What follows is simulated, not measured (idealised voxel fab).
process module | voxel released beams
cross-section cut | 270 nm wide | cells 5 nm
A cross-section is a grid of square cells, given in bands from the top down. A band is one or more rows of cells.
Each band's line starts with the height of the band's top and of its bottom, in nm. Then come its materials from left to right, each with its width in nm. One material with "throughout" fills the band from edge to edge. "air" is empty space.
Height 0 is the level under which the wafer as received is all one material. The lowest band goes on downwards, as in "0 down".
A width such as "30 to 40" changes by the same amount from each row of cells to the next, from the band's top row to its bottom row.
"no change" after a step means that no cell of the cross-section changed.
closed voids: empty space of 8 cells or more with no open way to the top, each as width x height at its distance from the left edge, in nm
after a step's settings: what the simulator itself notes on the step
overlay nm, on a step with a mask: how far to the right of its planned place the mask lay; to the left if negative
plan
1 op RECEIVE | material Si
2 op CONFORMAL_DEP | material SiN | thk nm 5
3 op DIRECTIONAL_DEP | material SiO2 | thk nm 10
4 op MASKED_ETCH | tone open | mask id ANCHOR | width nm 35 | etch materials SiO2 | depth nm 10 | overlay nm 0
5 op CONFORMAL_DEP | material polySi | thk nm 10
6 op DIRECTIONAL_DEP | material aC | thk nm 15
7 op PATTERN | tone cover | mask id BEAM | material resist | width nm 100 | thk nm 30 | overlay nm 0
8 op DIRECTIONAL_ETCH | etch materials aC | depth nm 15
9 op STRIP | etch materials resist
10 op DIRECTIONAL_ETCH | etch materials polySi | depth nm 10
11 op STRIP | etch materials aC
12 op STRIP | etch materials SiO2
as received, after step 1
  0 down: Si throughout
  closed voids: none
a wafer at the end: this start, this plan, one mistake
  15 to 5: air 80 | polySi 100 | air 90
  5 to 0: SiN throughout
  0 down: Si throughout
  closed voids: none
what went wrong: step 3 was left out
